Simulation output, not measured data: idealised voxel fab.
The document below concerns the process module designated voxel tone inversion.
The figure presents cross-section cut, which has a width of 220 nm and is divided into square cells with an edge length of 5 nm.
Cross-sections here: square-cell grids, written as top-down lists of bands, a band being one or more rows of cells. Read a band's entry like this: the first values are the height of its top and the height of its bottom in nm, and what follows is the sequence of materials from left to right, each with its width in nm. Note that "blank" is empty space, and that a single material marked "edge to edge" reaches across the band from edge to edge. Where do heights start? At 0: under that level the wafer as delivered is made of one material only. And the lowest band has no floor; it just carries on downward, as in "0 down". Top row gets the first number, bottom row gets the second, and each row in between changes by the same step: that is how a band width like "30 to 40" works. A step reported as "nothing altered" is a step in which no cell of the cross-section changed. "Closed-off voids" means: voids of 8 cells or more that are shut off from the top with no open way through. Written width x height at distance, distance from the left edge, in nm. Note: text after step settings on the step line = simulator remark on that step. A step line may carry the setting "overlay nm", which, for steps involving a mask, states the distance by which the mask lay to the right of its intended position; negative values denote displacement to the left.
# Planned process steps
step 1: RECEIVE with material Si
step 2: CONFORMAL_DEP with material SiN, thk nm 10
step 3: DIRECTIONAL_DEP with material polySi, thk nm 25
step 4: PATTERN with tone cover, mask id POSTS, material resist, width nm 20, pitch nm 45, thk nm 30, overlay nm 0
step 5: DIRECTIONAL_ETCH with etch materials polySi, depth nm 25
step 6: STRIP with etch materials resist
step 7: FILL_DEP with material lowk, thk nm 10
step 8: CMP with height nm 35
step 9: STRIP with etch materials polySi
step 10: CONFORMAL_DEP with material TiN, thk nm 5
step 11: FILL_DEP with material Cu, thk nm 5
step 12: CMP with height nm 35
step 13: CONFORMAL_DEP with material SiCN, thk nm 5
# The first of the two wafers, which ran as planned
# Delivered wafer in cross-section: state after step 1
0 down = Si edge to edge
Closed-off voids: none
# How the wafer stands in section after step 2
10 to 0 = SiN edge to edge
Below a height of 0, the structure has not been altered.
# How the wafer stands in section after step 3
35 to 10 = polySi edge to edge
Below a height of 10, the structure has not been altered.
# How the wafer stands in section after step 4
65 to 35 = 30 nm blank, 20 nm resist, 25 nm blank, 20 nm resist, 25 nm blank, 20 nm resist, 25 nm blank, 20 nm resist, 35 nm blank
Below a height of 35, the structure has not been altered.
# How the wafer stands in section after step 5
65 to 35 = 30 nm blank, 20 nm resist, 25 nm blank, 20 nm resist, 25 nm blank, 20 nm resist, 25 nm blank, 20 nm resist, 35 nm blank
35 to 10 = 30 nm blank, 20 nm polySi, 25 nm blank, 20 nm polySi, 25 nm blank, 20 nm polySi, 25 nm blank, 20 nm polySi, 35 nm blank
Below a height of 10, the structure has not been altered.
# How the wafer stands in section after step 6
35 to 10 = 30 nm blank, 20 nm polySi, 25 nm blank, 20 nm polySi, 25 nm blank, 20 nm polySi, 25 nm blank, 20 nm polySi, 35 nm blank
Below a height of 10, the structure has not been altered.
# How the wafer stands in section after step 7
45 to 35 = lowk edge to edge
35 to 10 = 30 nm lowk, 20 nm polySi, 25 nm lowk, 20 nm polySi, 25 nm lowk, 20 nm polySi, 25 nm lowk, 20 nm polySi, 35 nm lowk
Below a height of 10, the structure has not been altered.
# How the wafer stands in section after step 8
35 to 10 = 30 nm lowk, 20 nm polySi, 25 nm lowk, 20 nm polySi, 25 nm lowk, 20 nm polySi, 25 nm lowk, 20 nm polySi, 35 nm lowk
Below a height of 10, the structure has not been altered.
# How the wafer stands in section after step 9
35 to 10 = 30 nm lowk, 20 nm blank, 25 nm lowk, 20 nm blank, 25 nm lowk, 20 nm blank, 25 nm lowk, 20 nm blank, 35 nm lowk
Below a height of 10, the structure has not been altered.
# How the wafer stands in section after step 10
40 to 35 = 35 nm TiN, 10 nm blank, 35 nm TiN, 10 nm blank, 35 nm TiN, 10 nm blank, 35 nm TiN, 10 nm blank, 40 nm TiN
35 to 15 = 30 nm lowk, 5 nm TiN, 10 nm blank, 5 nm TiN, 25 nm lowk, 5 nm TiN, 10 nm blank, 5 nm TiN, 25 nm lowk, 5 nm TiN, 10 nm blank, 5 nm TiN, 25 nm lowk, 5 nm TiN, 10 nm blank, 5 nm TiN, 35 nm lowk
15 to 10 = 30 nm lowk, 20 nm TiN, 25 nm lowk, 20 nm TiN, 25 nm lowk, 20 nm TiN, 25 nm lowk, 20 nm TiN, 35 nm lowk
Below a height of 10, the structure has not been altered.
# How the wafer stands in section after step 11
45 to 40 = Cu edge to edge
40 to 35 = 35 nm TiN, 10 nm Cu, 35 nm TiN, 10 nm Cu, 35 nm TiN, 10 nm Cu, 35 nm TiN, 10 nm Cu, 40 nm TiN
35 to 15 = 30 nm lowk, 5 nm TiN, 10 nm Cu, 5 nm TiN, 25 nm lowk, 5 nm TiN, 10 nm Cu, 5 nm TiN, 25 nm lowk, 5 nm TiN, 10 nm Cu, 5 nm TiN, 25 nm lowk, 5 nm TiN, 10 nm Cu, 5 nm TiN, 35 nm lowk
Below a height of 15, the structure has not been altered.
# How the wafer stands in section after step 12
35 to 15 = 30 nm lowk, 5 nm TiN, 10 nm Cu, 5 nm TiN, 25 nm lowk, 5 nm TiN, 10 nm Cu, 5 nm TiN, 25 nm lowk, 5 nm TiN, 10 nm Cu, 5 nm TiN, 25 nm lowk, 5 nm TiN, 10 nm Cu, 5 nm TiN, 35 nm lowk
Below a height of 15, the structure has not been altered.
# How the wafer stands in section after step 13
40 to 35 = SiCN edge to edge
Below a height of 35, the structure has not been altered.
# Wafer two of the pair: same origin, same plan, one error during the run; identical to wafer one up to and including step 5
# Second wafer, sectioned view, at step 6's planned end time
35 to 10 = 30 nm blank, 20 nm polySi, 25 nm blank, 20 nm polySi, 25 nm blank, 20 nm polySi, 25 nm blank, 20 nm polySi, 35 nm blank
Below a height of 10, the structure has not been altered.
# Second wafer, sectioned view, at step 7's planned end time
45 to 35 = lowk edge to edge
35 to 10 = 30 nm lowk, 20 nm polySi, 25 nm lowk, 20 nm polySi, 25 nm lowk, 20 nm polySi, 25 nm lowk, 20 nm polySi, 35 nm lowk
Below a height of 10, the structure has not been altered.
# Second wafer, sectioned view, at step 8's planned end time
35 to 10 = 30 nm lowk, 20 nm polySi, 25 nm lowk, 20 nm polySi, 25 nm lowk, 20 nm polySi, 25 nm lowk, 20 nm polySi, 35 nm lowk
Below a height of 10, the structure has not been altered.
# Second wafer, sectioned view, at step 9's planned end time
35 to 10 = 30 nm lowk, 20 nm blank, 25 nm lowk, 20 nm blank, 25 nm lowk, 20 nm blank, 25 nm lowk, 20 nm blank, 35 nm lowk
Below a height of 10, the structure has not been altered.
# Second wafer, sectioned view, at step 10's planned end time
40 to 35 = 35 nm TiN, 10 nm blank, 35 nm TiN, 10 nm blank, 35 nm TiN, 10 nm blank, 35 nm TiN, 10 nm blank, 40 nm TiN
35 to 15 = 30 nm lowk, 5 nm TiN, 10 nm blank, 5 nm TiN, 25 nm lowk, 5 nm TiN, 10 nm blank, 5 nm TiN, 25 nm lowk, 5 nm TiN, 10 nm blank, 5 nm TiN, 25 nm lowk, 5 nm TiN, 10 nm blank, 5 nm TiN, 35 nm lowk
15 to 10 = 30 nm lowk, 20 nm TiN, 25 nm lowk, 20 nm TiN, 25 nm lowk, 20 nm TiN, 25 nm lowk, 20 nm TiN, 35 nm lowk
Below a height of 10, the structure has not been altered.
# Second wafer, sectioned view, at step 11's planned end time
45 to 40 = Cu edge to edge
40 to 35 = 35 nm TiN, 10 nm Cu, 35 nm TiN, 10 nm Cu, 35 nm TiN, 10 nm Cu, 35 nm TiN, 10 nm Cu, 40 nm TiN
35 to 15 = 30 nm lowk, 5 nm TiN, 10 nm Cu, 5 nm TiN, 25 nm lowk, 5 nm TiN, 10 nm Cu, 5 nm TiN, 25 nm lowk, 5 nm TiN, 10 nm Cu, 5 nm TiN, 25 nm lowk, 5 nm TiN, 10 nm Cu, 5 nm TiN, 35 nm lowk
Below a height of 15, the structure has not been altered.
# Second wafer, sectioned view, at step 12's planned end time
35 to 15 = 30 nm lowk, 5 nm TiN, 10 nm Cu, 5 nm TiN, 25 nm lowk, 5 nm TiN, 10 nm Cu, 5 nm TiN, 25 nm lowk, 5 nm TiN, 10 nm Cu, 5 nm TiN, 25 nm lowk, 5 nm TiN, 10 nm Cu, 5 nm TiN, 35 nm lowk
Below a height of 15, the structure has not been altered.
# Second wafer, sectioned view, at step 13's planned end time
40 to 35 = SiCN edge to edge
Below a height of 35, the structure has not been altered.
Against the plan, the run slipped here: regarding the plan, step 6 was run twice
The two wafers wind up with the same cross-section at the end, so whatever this model computes is the same despite the mistake.
